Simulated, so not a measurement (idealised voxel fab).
process module | voxel self aligned contacts
cross-section cut | 260 nm wide | cells 5 nm
A cross-section is a grid of square cells, given in bands from the top down. A band is one or more rows of cells.
Each band's line starts with the height of the band's top and of its bottom, in nm. Then come its materials from left to right, each with its width in nm. One material with "throughout" fills the band from edge to edge. "air" is empty space.
Height 0 is the level under which the wafer as received is all one material. The lowest band goes on downwards, as in "0 down".
A width such as "30 to 40" changes by the same amount from each row of cells to the next, from the band's top row to its bottom row.
"no change" after a step means that no cell of the cross-section changed.
closed voids: empty space of 8 cells or more with no open way to the top, each as width x height at its distance from the left edge, in nm
after a step's settings: what the simulator itself notes on the step
overlay nm, on a step with a mask: how far to the right of its planned place the mask lay; to the left if negative
plan
1 op RECEIVE | material Si
2 op CONFORMAL_DEP | material SiO2 | thk nm 5
3 op DIRECTIONAL_DEP | material polySi | thk nm 30
4 op DIRECTIONAL_DEP | material SiN | thk nm 25
5 op MASKED_ETCH | tone cover | mask id GATE | width nm 30 | pitch nm 75 | etch materials SiN | depth nm 25 | overlay nm 0
6 op MASKED_ETCH | tone cover | mask id GATE | width nm 30 | pitch nm 75 | etch materials polySi | depth nm 30 | overlay nm 0
7 op CONFORMAL_DEP | material SiN | thk nm 10
8 op DIRECTIONAL_ETCH | etch materials SiN | depth nm 10
9 op FILL_DEP | material SiO2 | thk nm 15
10 op CMP | height nm 65
11 op MASKED_ETCH | tone open | mask id CONTACT | width nm 55 | etch materials SiO2 | depth nm 65 | overlay nm 0
12 op CONFORMAL_DEP | material TiN | thk nm 5
13 op FILL_DEP | material W | thk nm 5
14 op CMP | height nm 65
15 op CONFORMAL_DEP | material SiN | thk nm 5
first wafer, as planned
as received, after step 1
  0 down: Si throughout
  closed voids: none
after step 2
  5 to 0: SiO2 throughout
  below 0: unchanged
after step 3
  35 to 5: polySi throughout
  below 5: unchanged
after step 4
  60 to 35: SiN throughout
  below 35: unchanged
after step 5
  60 to 35: air 75 | SiN 30 | air 45 | SiN 30 | air 80
  below 35: unchanged
after step 6
  60 to 35: air 75 | SiN 30 | air 45 | SiN 30 | air 80
  35 to 5: air 75 | polySi 30 | air 45 | polySi 30 | air 80
  below 5: unchanged
after step 7
  70 to 35: air 65 | SiN 50 | air 25 | SiN 50 | air 70
  35 to 15: air 65 | SiN 10 | polySi 30 | SiN 10 | air 25 | SiN 10 | polySi 30 | SiN 10 | air 70
  15 to 5: SiN 75 | polySi 30 | SiN 45 | polySi 30 | SiN 80
  below 5: unchanged
after step 8
  60 to 35: air 65 | SiN 50 | air 25 | SiN 50 | air 70
  35 to 5: air 65 | SiN 10 | polySi 30 | SiN 10 | air 25 | SiN 10 | polySi 30 | SiN 10 | air 70
  below 5: unchanged
after step 9
  75 to 60: SiO2 throughout
  60 to 35: SiO2 65 | SiN 50 | SiO2 25 | SiN 50 | SiO2 70
  35 to 5: SiO2 65 | SiN 10 | polySi 30 | SiN 10 | SiO2 25 | SiN 10 | polySi 30 | SiN 10 | SiO2 70
  below 5: unchanged
after step 10
  65 to 60: SiO2 throughout
  below 60: unchanged
after step 11
  65 to 60: SiO2 100 | air 55 | SiO2 105
  60 to 35: SiO2 65 | SiN 50 | air 25 | SiN 50 | SiO2 70
  35 to 5: SiO2 65 | SiN 10 | polySi 30 | SiN 10 | air 25 | SiN 10 | polySi 30 | SiN 10 | SiO2 70
  5 to 0: SiO2 115 | air 25 | SiO2 120
  below 0: unchanged
after step 12
  70 to 65: TiN 105 | air 45 | TiN 110
  65 to 60: SiO2 100 | TiN 20 | air 15 | TiN 20 | SiO2 105
  60 to 35: SiO2 65 | SiN 50 | TiN 5 | air 15 | TiN 5 | SiN 50 | SiO2 70
  35 to 5: SiO2 65 | SiN 10 | polySi 30 | SiN 10 | TiN 5 | air 15 | TiN 5 | SiN 10 | polySi 30 | SiN 10 | SiO2 70
  5 to 0: SiO2 115 | TiN 25 | SiO2 120
  below 0: unchanged
after step 13
  75 to 70: W throughout
  70 to 65: TiN 105 | W 45 | TiN 110
  65 to 60: SiO2 100 | TiN 20 | W 15 | TiN 20 | SiO2 105
  60 to 35: SiO2 65 | SiN 50 | TiN 5 | W 15 | TiN 5 | SiN 50 | SiO2 70
  35 to 5: SiO2 65 | SiN 10 | polySi 30 | SiN 10 | TiN 5 | W 15 | TiN 5 | SiN 10 | polySi 30 | SiN 10 | SiO2 70
  below 5: unchanged
after step 14
  65 to 60: SiO2 100 | TiN 20 | W 15 | TiN 20 | SiO2 105
  below 60: unchanged
after step 15
  70 to 65: SiN throughout
  below 65: unchanged
second wafer: like start, like plan, one mistake. Through step 2 it matches the first wafer
when step 3 should have ended
  35 to 5: W throughout
  below 5: unchanged
when step 4 should have ended
  60 to 35: SiN throughout
  below 35: unchanged
when step 5 should have ended
  60 to 35: air 75 | SiN 30 | air 45 | SiN 30 | air 80
  below 35: unchanged
when step 6 should have ended: no change
when step 7 should have ended
  70 to 45: air 65 | SiN 50 | air 25 | SiN 50 | air 70
  45 to 35: SiN throughout
  below 35: unchanged
when step 8 should have ended
  60 to 35: air 65 | SiN 50 | air 25 | SiN 50 | air 70
  below 35: unchanged
when step 9 should have ended
  75 to 60: SiO2 throughout
  60 to 35: SiO2 65 | SiN 50 | SiO2 25 | SiN 50 | SiO2 70
  below 35: unchanged
when step 10 should have ended
  65 to 60: SiO2 throughout
  below 60: unchanged
when step 11 should have ended
  65 to 60: SiO2 100 | air 55 | SiO2 105
  60 to 35: SiO2 65 | SiN 50 | air 25 | SiN 50 | SiO2 70
  below 35: unchanged
when step 12 should have ended
  70 to 65: TiN 105 | air 45 | TiN 110
  65 to 60: SiO2 100 | TiN 20 | air 15 | TiN 20 | SiO2 105
  60 to 40: SiO2 65 | SiN 50 | TiN 5 | air 15 | TiN 5 | SiN 50 | SiO2 70
  40 to 35: SiO2 65 | SiN 50 | TiN 25 | SiN 50 | SiO2 70
  below 35: unchanged
when step 13 should have ended
  75 to 70: W throughout
  70 to 65: TiN 105 | W 45 | TiN 110
  65 to 60: SiO2 100 | TiN 20 | W 15 | TiN 20 | SiO2 105
  60 to 40: SiO2 65 | SiN 50 | TiN 5 | W 15 | TiN 5 | SiN 50 | SiO2 70
  below 40: unchanged
when step 14 should have ended
  65 to 60: SiO2 100 | TiN 20 | W 15 | TiN 20 | SiO2 105
  below 60: unchanged
when step 15 should have ended
  70 to 65: SiN throughout
  below 65: unchanged
what went wrong: step 3 ran as: op DIRECTIONAL_DEP | material W | thk nm 30
at the end the second wafer has, in cells: 48 fewer of SiN | 157 fewer of SiO2 | 14 fewer of TiN | 291 more of W | 72 fewer of polySi
